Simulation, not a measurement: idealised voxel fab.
process module | voxel self aligned contacts
cross-section cut | 250 nm wide | cells 5 nm
A cross-section is a grid of square cells, given in bands from the top down. A band is one or more rows of cells.
Each band's line starts with the height of the band's top and of its bottom, in nm. Then come its materials from left to right, each with its width in nm. One material with "throughout" fills the band from edge to edge. "air" is empty space.
Height 0 is the level under which the wafer as received is all one material. The lowest band goes on downwards, as in "0 down".
A width such as "30 to 40" changes by the same amount from each row of cells to the next, from the band's top row to its bottom row.
"no change" after a step means that no cell of the cross-section changed.
closed voids: empty space of 8 cells or more with no open way to the top, each as width x height at its distance from the left edge, in nm
after a step's settings: what the simulator itself notes on the step
overlay nm, on a step with a mask: how far to the right of its planned place the mask lay; to the left if negative
Each pair below shows a cross-section before one step and the cross-section after it, down to the lowest band that changed. The line under each pair gives the step between them, with its settings. The pairs can come from different runs of this module on the same starting wafer, so a pair continues from the pair above only where its "before" says so.
before
  80 to 60: resist 65 | air 50 | resist 15 | air 50 | resist 70
  60 to 50: SiO2 throughout
  50 to 25: SiO2 35 | SiN 45 | SiO2 20 | SiN 45 | SiO2 20 | SiN 45 | SiO2 40
  25 to 0: SiO2 35 | SiN 10 | polySi 25 | SiN 10 | SiO2 20 | SiN 10 | polySi 25 | SiN 10 | SiO2 20 | SiN 10 | polySi 25 | SiN 10 | SiO2 40
  0 to -10: SiO2 throughout
  -10 down: Si throughout
  closed voids: none
after
  80 to 60: resist 65 | air 50 | resist 15 | air 50 | resist 70
  60 to 50: SiO2 65 | air 50 | SiO2 15 | air 50 | SiO2 70
  50 to 25: SiO2 35 | SiN 45 | air 20 | SiN 45 | air 20 | SiN 45 | SiO2 40
  25 to 0: SiO2 35 | SiN 10 | polySi 25 | SiN 10 | air 20 | SiN 10 | polySi 25 | SiN 10 | air 20 | SiN 10 | polySi 25 | SiN 10 | SiO2 40
  0 to -5: SiO2 80 | air 20 | SiO2 45 | air 20 | SiO2 85
  below -5: unchanged
  closed voids: none
the step between: op DIRECTIONAL_ETCH | etch materials SiO2 | depth nm 65
before: the cross-section after the pair above
after
  60 to 50: SiO2 65 | air 50 | SiO2 15 | air 50 | SiO2 70
  below 50: unchanged
  closed voids: none
the step between: op STRIP | etch materials resist
before: the cross-section after the pair above
after
  65 to 60: TiN 70 | air 40 | TiN 25 | air 40 | TiN 75
  60 to 50: SiO2 65 | TiN 5 to 20 | air 40 to 10 | TiN 5 to 20 | SiO2 15 | TiN 5 to 20 | air 40 to 10 | TiN 5 to 20 | SiO2 70
  50 to 25: SiO2 35 | SiN 45 | TiN 5 | air 10 | TiN 5 | SiN 45 | TiN 5 | air 10 | TiN 5 | SiN 45 | SiO2 40
  25 to 0: SiO2 35 | SiN 10 | polySi 25 | SiN 10 | TiN 5 | air 10 | TiN 5 | SiN 10 | polySi 25 | SiN 10 | TiN 5 | air 10 | TiN 5 | SiN 10 | polySi 25 | SiN 10 | SiO2 40
  0 to -5: SiO2 80 | TiN 20 | SiO2 45 | TiN 20 | SiO2 85
  below -5: unchanged
  closed voids: none
the step between: op CONFORMAL_DEP | material TiN | thk nm 5
before: the cross-section after the pair above
after
  70 to 65: W throughout
  65 to 60: TiN 70 | W 40 | TiN 25 | W 40 | TiN 75
  60 to 50: SiO2 65 | TiN 5 to 20 | W 40 to 10 | TiN 5 to 20 | SiO2 15 | TiN 5 to 20 | W 40 to 10 | TiN 5 to 20 | SiO2 70
  50 to 25: SiO2 35 | SiN 45 | TiN 5 | W 10 | TiN 5 | SiN 45 | TiN 5 | W 10 | TiN 5 | SiN 45 | SiO2 40
  25 to 0: SiO2 35 | SiN 10 | polySi 25 | SiN 10 | TiN 5 | W 10 | TiN 5 | SiN 10 | polySi 25 | SiN 10 | TiN 5 | W 10 | TiN 5 | SiN 10 | polySi 25 | SiN 10 | SiO2 40
  below 0: unchanged
  closed voids: none
the step between: op FILL_DEP | material W | thk nm 5
before: the cross-section after the pair above
after
  60 to 50: SiO2 65 | TiN 5 to 20 | W 40 to 10 | TiN 5 to 20 | SiO2 15 | TiN 5 to 20 | W 40 to 10 | TiN 5 to 20 | SiO2 70
  below 50: unchanged
  closed voids: none
the step between: op CMP | height nm 60
before: the cross-section after the pair above
after
  65 to 60: SiN throughout
  below 60: unchanged
  closed voids: none
the step between: op CONFORMAL_DEP | material SiN | thk nm 5
before
  65 to 50: aC throughout
  50 to 25: SiN throughout
  25 to 0: polySi throughout
  0 to -5: SiO2 throughout
  -5 down: Si throughout
  closed voids: none
after
  95 to 65: air 50 | resist 15 | air 50 | resist 15 | air 50 | resist 15 | air 55
  below 65: unchanged
  closed voids: none
the step between: op PATTERN | tone cover | mask id GATE | material resist | width nm 15 | pitch nm 65 | thk nm 30 | overlay nm 0
before: the cross-section after the pair above
after
  80 to 65: air 50 | resist 15 | air 50 | resist 15 | air 50 | resist 15 | air 55
  65 to 50: air 50 | aC 15 | air 50 | aC 15 | air 50 | aC 15 | air 55
  below 50: unchanged
  closed voids: none
the step between: op DIRECTIONAL_ETCH | etch materials aC | depth nm 15
before: the cross-section after the pair above
after
  65 to 50: air 50 | aC 15 | air 50 | aC 15 | air 50 | aC 15 | air 55
  below 50: unchanged
  closed voids: none
the step between: op STRIP | etch materials resist
before: the cross-section after the pair above
after
  65 to 50: air 50 | aC 15 | air 50 | aC 15 | air 50 | aC 15 | air 55
  50 to 25: air 50 | SiN 15 | air 50 | SiN 15 | air 50 | SiN 15 | air 55
  below 25: unchanged
  closed voids: none
the step between: op DIRECTIONAL_ETCH | etch materials SiN | depth nm 25
before: the cross-section after the pair above
after
  65 to 50: air 50 | aC 15 | air 50 | aC 15 | air 50 | aC 15 | air 55
  50 to 25: air 50 | SiN 15 | air 50 | SiN 15 | air 50 | SiN 15 | air 55
  25 to 0: air 50 | polySi 15 | air 50 | polySi 15 | air 50 | polySi 15 | air 55
  below 0: unchanged
  closed voids: none
the step between: op DIRECTIONAL_ETCH | etch materials polySi | depth nm 25
before: the cross-section after the pair above
after
  50 to 25: air 50 | SiN 15 | air 50 | SiN 15 | air 50 | SiN 15 | air 55
  below 25: unchanged
  closed voids: none
the step between: op STRIP | etch materials aC
before: the cross-section after the pair above
after
  60 to 25: air 40 | SiN 35 | air 30 | SiN 35 | air 30 | SiN 35 | air 45
  25 to 10: air 40 | SiN 10 | polySi 15 | SiN 10 | air 30 | SiN 10 | polySi 15 | SiN 10 | air 30 | SiN 10 | polySi 15 | SiN 10 | air 45
  10 to 0: SiN 50 | polySi 15 | SiN 50 | polySi 15 | SiN 50 | polySi 15 | SiN 55
  below 0: unchanged
  closed voids: none
the step between: op CONFORMAL_DEP | material SiN | thk nm 10
before: the cross-section after the pair above
after
  50 to 25: air 40 | SiN 35 | air 30 | SiN 35 | air 30 | SiN 35 | air 45
  25 to 0: air 40 | SiN 10 | polySi 15 | SiN 10 | air 30 | SiN 10 | polySi 15 | SiN 10 | air 30 | SiN 10 | polySi 15 | SiN 10 | air 45
  below 0: unchanged
  closed voids: none
the step between: op DIRECTIONAL_ETCH | etch materials SiN | depth nm 10
before: the cross-section after the pair above
after
  65 to 50: SiO2 throughout
  50 to 25: SiO2 40 | SiN 35 | SiO2 30 | SiN 35 | SiO2 30 | SiN 35 | SiO2 45
  25 to 0: SiO2 40 | SiN 10 | polySi 15 | SiN 10 | SiO2 30 | SiN 10 | polySi 15 | SiN 10 | SiO2 30 | SiN 10 | polySi 15 | SiN 10 | SiO2 45
  below 0: unchanged
  closed voids: none
the step between: op FILL_DEP | material SiO2 | thk nm 15
before: the cross-section after the pair above
after
  60 to 50: SiO2 throughout
  below 50: unchanged
  closed voids: none
the step between: op CMP | height nm 60
before: the cross-section after the pair above
after
  80 to 60: resist 65 | air 50 | resist 15 | air 50 | resist 70
  below 60: unchanged
  closed voids: none
the step between: op PATTERN | tone open | mask id CONTACT | material resist | width nm 50 | pitch nm 65 | thk nm 20 | overlay nm 0
before: the cross-section after the pair above
after
  80 to 60: resist 65 | air 50 | resist 15 | air 50 | resist 70
  60 to 50: SiO2 65 | air 50 | SiO2 15 | air 50 | SiO2 70
  50 to 25: SiO2 40 | SiN 35 | air 30 | SiN 35 | air 30 | SiN 35 | SiO2 45
  25 to 0: SiO2 40 | SiN 10 | polySi 15 | SiN 10 | air 30 | SiN 10 | polySi 15 | SiN 10 | air 30 | SiN 10 | polySi 15 | SiN 10 | SiO2 45
  0 to -5: SiO2 75 | air 30 | SiO2 35 | air 30 | SiO2 80
  below -5: unchanged
  closed voids: none
the step between: op DIRECTIONAL_ETCH | etch materials SiO2 | depth nm 65
before: the cross-section after the pair above
after
  60 to 50: SiO2 65 | air 50 | SiO2 15 | air 50 | SiO2 70
  below 50: unchanged
  closed voids: none
the step between: op STRIP | etch materials resist
before: the cross-section after the pair above
after
  65 to 60: TiN 70 | air 40 | TiN 25 | air 40 | TiN 75
  60 to 50: SiO2 65 | TiN 5 to 15 | air 40 to 20 | TiN 5 to 15 | SiO2 15 | TiN 5 to 15 | air 40 to 20 | TiN 5 to 15 | SiO2 70
  50 to 25: SiO2 40 | SiN 35 | TiN 5 | air 20 | TiN 5 | SiN 35 | TiN 5 | air 20 | TiN 5 | SiN 35 | SiO2 45
  25 to 0: SiO2 40 | SiN 10 | polySi 15 | SiN 10 | TiN 5 | air 20 | TiN 5 | SiN 10 | polySi 15 | SiN 10 | TiN 5 | air 20 | TiN 5 | SiN 10 | polySi 15 | SiN 10 | SiO2 45
  0 to -5: SiO2 75 | TiN 30 | SiO2 35 | TiN 30 | SiO2 80
  below -5: unchanged
  closed voids: none
the step between: op CONFORMAL_DEP | material TiN | thk nm 5
before: the cross-section after the pair above
after
  70 to 65: W throughout
  65 to 60: TiN 70 | W 40 | TiN 25 | W 40 | TiN 75
  60 to 50: SiO2 65 | TiN 5 to 15 | W 40 to 20 | TiN 5 to 15 | SiO2 15 | TiN 5 to 15 | W 40 to 20 | TiN 5 to 15 | SiO2 70
  50 to 25: SiO2 40 | SiN 35 | TiN 5 | W 20 | TiN 5 | SiN 35 | TiN 5 | W 20 | TiN 5 | SiN 35 | SiO2 45
  25 to 0: SiO2 40 | SiN 10 | polySi 15 | SiN 10 | TiN 5 | W 20 | TiN 5 | SiN 10 | polySi 15 | SiN 10 | TiN 5 | W 20 | TiN 5 | SiN 10 | polySi 15 | SiN 10 | SiO2 45
  below 0: unchanged
  closed voids: none
the step between: op FILL_DEP | material W | thk nm 5
before: the cross-section after the pair above
after
  60 to 50: SiO2 65 | TiN 5 to 15 | W 40 to 20 | TiN 5 to 15 | SiO2 15 | TiN 5 to 15 | W 40 to 20 | TiN 5 to 15 | SiO2 70
  below 50: unchanged
  closed voids: none
the step between: op CMP | height nm 60
before: the cross-section after the pair above
after
  65 to 60: SiN throughout
  below 60: unchanged
  closed voids: none
the step between: op CONFORMAL_DEP | material SiN | thk nm 5
before
  65 to 50: aC throughout
  50 to 25: SiN throughout
  25 to 0: polySi throughout
  0 to -5: SiO2 throughout
  -5 down: Si throughout
  closed voids: none
after
  95 to 65: air 55 | resist 25 | air 40 | resist 25 | air 40 | resist 25 | air 40
  below 65: unchanged
  closed voids: none
the step between: op PATTERN | tone cover | mask id GATE | material resist | width nm 25 | pitch nm 65 | thk nm 30 | overlay nm 10
before: the cross-section after the pair above
after
  80 to 65: air 55 | resist 25 | air 40 | resist 25 | air 40 | resist 25 | air 40
  65 to 50: air 55 | aC 25 | air 40 | aC 25 | air 40 | aC 25 | air 40
  below 50: unchanged
  closed voids: none
the step between: op DIRECTIONAL_ETCH | etch materials aC | depth nm 15
before: the cross-section after the pair above
after
  65 to 50: air 55 | aC 25 | air 40 | aC 25 | air 40 | aC 25 | air 40
  below 50: unchanged
  closed voids: none
the step between: op STRIP | etch materials resist
before: the cross-section after the pair above
after
  65 to 50: air 55 | aC 25 | air 40 | aC 25 | air 40 | aC 25 | air 40
  50 to 25: air 55 | SiN 25 | air 40 | SiN 25 | air 40 | SiN 25 | air 40
  below 25: unchanged
  closed voids: none
the step between: op DIRECTIONAL_ETCH | etch materials SiN | depth nm 25
before: the cross-section after the pair above
after
  65 to 50: air 55 | aC 25 | air 40 | aC 25 | air 40 | aC 25 | air 40
  50 to 25: air 55 | SiN 25 | air 40 | SiN 25 | air 40 | SiN 25 | air 40
  25 to 0: air 55 | polySi 25 | air 40 | polySi 25 | air 40 | polySi 25 | air 40
  below 0: unchanged
  closed voids: none
the step between: op DIRECTIONAL_ETCH | etch materials polySi | depth nm 25
before: the cross-section after the pair above
after
  50 to 25: air 55 | SiN 25 | air 40 | SiN 25 | air 40 | SiN 25 | air 40
  below 25: unchanged
  closed voids: none
the step between: op STRIP | etch materials aC
before: the cross-section after the pair above
after
  60 to 25: air 45 | SiN 45 | air 20 | SiN 45 | air 20 | SiN 45 | air 30
  25 to 10: air 45 | SiN 10 | polySi 25 | SiN 10 | air 20 | SiN 10 | polySi 25 | SiN 10 | air 20 | SiN 10 | polySi 25 | SiN 10 | air 30
  10 to 0: SiN 55 | polySi 25 | SiN 40 | polySi 25 | SiN 40 | polySi 25 | SiN 40
  below 0: unchanged
  closed voids: none
the step between: op CONFORMAL_DEP | material SiN | thk nm 10
before: the cross-section after the pair above
after
  50 to 25: air 45 | SiN 45 | air 20 | SiN 45 | air 20 | SiN 45 | air 30
  25 to 0: air 45 | SiN 10 | polySi 25 | SiN 10 | air 20 | SiN 10 | polySi 25 | SiN 10 | air 20 | SiN 10 | polySi 25 | SiN 10 | air 30
  below 0: unchanged
  closed voids: none
the step between: op DIRECTIONAL_ETCH | etch materials SiN | depth nm 10
before: the cross-section after the pair above
after
  65 to 50: SiO2 throughout
  50 to 25: SiO2 45 | SiN 45 | SiO2 20 | SiN 45 | SiO2 20 | SiN 45 | SiO2 30
  25 to 0: SiO2 45 | SiN 10 | polySi 25 | SiN 10 | SiO2 20 | SiN 10 | polySi 25 | SiN 10 | SiO2 20 | SiN 10 | polySi 25 | SiN 10 | SiO2 30
  below 0: unchanged
  closed voids: none
the step between: op FILL_DEP | material SiO2 | thk nm 15
before: the cross-section after the pair above
after
  60 to 50: SiO2 throughout
  below 50: unchanged
  closed voids: none
the step between: op CMP | height nm 60
before: the cross-section after the pair above
after
  80 to 60: resist 65 | air 50 | resist 15 | air 50 | resist 70
  below 60: unchanged
  closed voids: none
the step between: op PATTERN | tone open | mask id CONTACT | material resist | width nm 50 | pitch nm 65 | thk nm 20 | overlay nm 0
before: the cross-section after the pair above
after
  80 to 60: resist 65 | air 50 | resist 15 | air 50 | resist 70
  60 to 50: SiO2 65 | air 50 | SiO2 15 | air 50 | SiO2 70
  50 to 25: SiO2 45 | SiN 45 | air 20 | SiN 45 | air 20 | SiN 45 | SiO2 30
  25 to 0: SiO2 45 | SiN 10 | polySi 25 | SiN 10 | air 20 | SiN 10 | polySi 25 | SiN 10 | air 20 | SiN 10 | polySi 25 | SiN 10 | SiO2 30
  0 to -5: SiO2 90 | air 20 | SiO2 45 | air 20 | SiO2 75
  below -5: unchanged
  closed voids: none
the step between: op DIRECTIONAL_ETCH | etch materials SiO2 | depth nm 65
before: the cross-section after the pair above
after
  60 to 50: SiO2 65 | air 50 | SiO2 15 | air 50 | SiO2 70
  below 50: unchanged
  closed voids: none
the step between: op STRIP | etch materials resist
before: the cross-section after the pair above
after
  65 to 60: TiN 70 | air 40 | TiN 25 | air 40 | TiN 75
  60 to 50: SiO2 65 | TiN 5 to 30 | air 40 to 10 | TiN 5 to 10 | SiO2 15 | TiN 5 to 30 | air 40 to 10 | TiN 5 to 10 | SiO2 70
  50 to 25: SiO2 45 | SiN 45 | TiN 5 | air 10 | TiN 5 | SiN 45 | TiN 5 | air 10 | TiN 5 | SiN 45 | SiO2 30
  25 to 0: SiO2 45 | SiN 10 | polySi 25 | SiN 10 | TiN 5 | air 10 | TiN 5 | SiN 10 | polySi 25 | SiN 10 | TiN 5 | air 10 | TiN 5 | SiN 10 | polySi 25 | SiN 10 | SiO2 30
  0 to -5: SiO2 90 | TiN 20 | SiO2 45 | TiN 20 | SiO2 75
  below -5: unchanged
  closed voids: none
the step between: op CONFORMAL_DEP | material TiN | thk nm 5
before: the cross-section after the pair above
after
  70 to 65: W throughout
  65 to 60: TiN 70 | W 40 | TiN 25 | W 40 | TiN 75
  60 to 50: SiO2 65 | TiN 5 to 30 | W 40 to 10 | TiN 5 to 10 | SiO2 15 | TiN 5 to 30 | W 40 to 10 | TiN 5 to 10 | SiO2 70
  50 to 25: SiO2 45 | SiN 45 | TiN 5 | W 10 | TiN 5 | SiN 45 | TiN 5 | W 10 | TiN 5 | SiN 45 | SiO2 30
  25 to 0: SiO2 45 | SiN 10 | polySi 25 | SiN 10 | TiN 5 | W 10 | TiN 5 | SiN 10 | polySi 25 | SiN 10 | TiN 5 | W 10 | TiN 5 | SiN 10 | polySi 25 | SiN 10 | SiO2 30
  below 0: unchanged
  closed voids: none
the step between: op FILL_DEP | material W | thk nm 5
before: the cross-section after the pair above
after
  60 to 50: SiO2 65 | TiN 5 to 30 | W 40 to 10 | TiN 5 to 10 | SiO2 15 | TiN 5 to 30 | W 40 to 10 | TiN 5 to 10 | SiO2 70
  below 50: unchanged
  closed voids: none
the step between: op CMP | height nm 60
before: the cross-section after the pair above
after
  65 to 60: SiN throughout
  below 60: unchanged
  closed voids: none
the step between: op CONFORMAL_DEP | material SiN | thk nm 5
before
  65 to 60: TiN 70 | air 40 | TiN 25 | air 40 | TiN 75
  60 to 50: SiO2 65 | TiN 5 to 20 | air 40 to 10 | TiN 5 to 20 | SiO2 15 | TiN 5 to 20 | air 40 to 10 | TiN 5 to 20 | SiO2 70
  50 to 25: SiO2 35 | SiN 45 | TiN 5 | air 10 | TiN 5 | SiN 45 | TiN 5 | air 10 | TiN 5 | SiN 45 | SiO2 40
  25 to 0: SiO2 35 | SiN 10 | polySi 25 | SiN 10 | TiN 5 | air 10 | TiN 5 | SiN 10 | polySi 25 | SiN 10 | TiN 5 | air 10 | TiN 5 | SiN 10 | polySi 25 | SiN 10 | SiO2 40
  0 to -5: SiO2 80 | TiN 20 | SiO2 45 | TiN 20 | SiO2 85
  -5 down: Si throughout
  closed voids: none
after
  70 to 65: aC throughout
  65 to 60: TiN 70 | aC 40 | TiN 25 | aC 40 | TiN 75
  60 to 50: SiO2 65 | TiN 5 to 20 | aC 40 to 10 | TiN 5 to 20 | SiO2 15 | TiN 5 to 20 | aC 40 to 10 | TiN 5 to 20 | SiO2 70
  50 to 25: SiO2 35 | SiN 45 | TiN 5 | aC 10 | TiN 5 | SiN 45 | TiN 5 | aC 10 | TiN 5 | SiN 45 | SiO2 40
  25 to 0: SiO2 35 | SiN 10 | polySi 25 | SiN 10 | TiN 5 | aC 10 | TiN 5 | SiN 10 | polySi 25 | SiN 10 | TiN 5 | aC 10 | TiN 5 | SiN 10 | polySi 25 | SiN 10 | SiO2 40
  below 0: unchanged
  closed voids: none
the step between: op FILL_DEP | material aC | thk nm 5
before: the cross-section after the pair above
after
  60 to 50: SiO2 65 | TiN 5 to 20 | aC 40 to 10 | TiN 5 to 20 | SiO2 15 | TiN 5 to 20 | aC 40 to 10 | TiN 5 to 20 | SiO2 70
  below 50: unchanged
  closed voids: none
the step between: op CMP | height nm 60
before: the cross-section after the pair above
after
  65 to 60: SiN throughout
  below 60: unchanged
  closed voids: none
the step between: op CONFORMAL_DEP | material SiN | thk nm 5
before
  60 to 50: SiO2 throughout
  50 to 25: SiO2 35 | SiN 45 | SiO2 20 | SiN 45 | SiO2 20 | SiN 45 | SiO2 40
  25 to 0: SiO2 35 | SiN 10 | polySi 25 | SiN 10 | SiO2 20 | SiN 10 | polySi 25 | SiN 10 | SiO2 20 | SiN 10 | polySi 25 | SiN 10 | SiO2 40
  0 to -5: SiO2 throughout
  -5 down: Si throughout
  closed voids: none
after
  80 to 60: air 65 | resist 50 | air 15 | resist 50 | air 70
  below 60: unchanged
  closed voids: none
the step between: op PATTERN | tone cover | mask id CONTACT | material resist | width nm 50 | pitch nm 65 | thk nm 20 | overlay nm 0
before: the cross-section after the pair above
after
  80 to 60: air 65 | resist 50 | air 15 | resist 50 | air 70
  60 to 50: air 65 | SiO2 50 | air 15 | SiO2 50 | air 70
  50 to 25: air 35 | SiN 45 | SiO2 20 | SiN 45 | SiO2 20 | SiN 45 | air 40
  25 to 0: air 35 | SiN 10 | polySi 25 | SiN 10 | SiO2 20 | SiN 10 | polySi 25 | SiN 10 | SiO2 20 | SiN 10 | polySi 25 | SiN 10 | air 40
  0 to -5: air 35 | SiO2 175 | air 40
  below -5: unchanged
  closed voids: none
the step between: op DIRECTIONAL_ETCH | etch materials SiO2 | depth nm 65
before: the cross-section after the pair above
after
  60 to 50: air 65 | SiO2 50 | air 15 | SiO2 50 | air 70
  below 50: unchanged
  closed voids: none
the step between: op STRIP | etch materials resist
before: the cross-section after the pair above
after
  65 to 60: air 60 | TiN 60 | air 5 | TiN 60 | air 65
  60 to 55: air 60 | TiN 5 | SiO2 50 | TiN 5 | air 5 | TiN 5 | SiO2 50 | TiN 5 | air 65
  55 to 50: air 30 | TiN 35 | SiO2 50 | TiN 15 | SiO2 50 | TiN 35 | air 35
  50 to 25: air 30 | TiN 5 | SiN 45 | SiO2 20 | SiN 45 | SiO2 20 | SiN 45 | TiN 5 | air 35
  25 to 0: air 30 | TiN 5 | SiN 10 | polySi 25 | SiN 10 | SiO2 20 | SiN 10 | polySi 25 | SiN 10 | SiO2 20 | SiN 10 | polySi 25 | SiN 10 | TiN 5 | air 35
  0 to -5: TiN 35 | SiO2 175 | TiN 40
  below -5: unchanged
  closed voids: none
the step between: op CONFORMAL_DEP | material TiN | thk nm 5
before: the cross-section after the pair above
after
  70 to 65: W throughout
  65 to 60: W 60 | TiN 60 | W 5 | TiN 60 | W 65
  60 to 55: W 60 | TiN 5 | SiO2 50 | TiN 5 | W 5 | TiN 5 | SiO2 50 | TiN 5 | W 65
  55 to 50: W 30 | TiN 35 | SiO2 50 | TiN 15 | SiO2 50 | TiN 35 | W 35
  50 to 25: W 30 | TiN 5 | SiN 45 | SiO2 20 | SiN 45 | SiO2 20 | SiN 45 | TiN 5 | W 35
  25 to 0: W 30 | TiN 5 | SiN 10 | polySi 25 | SiN 10 | SiO2 20 | SiN 10 | polySi 25 | SiN 10 | SiO2 20 | SiN 10 | polySi 25 | SiN 10 | TiN 5 | W 35
  below 0: unchanged
  closed voids: none
the step between: op FILL_DEP | material W | thk nm 5
before: the cross-section after the pair above
after
  60 to 55: W 60 | TiN 5 | SiO2 50 | TiN 5 | W 5 | TiN 5 | SiO2 50 | TiN 5 | W 65
  below 55: unchanged
  closed voids: none
the step between: op CMP | height nm 60
before: the cross-section after the pair above
after
  65 to 60: SiN throughout
  below 60: unchanged
  closed voids: none
the step between: op CONFORMAL_DEP | material SiN | thk nm 5
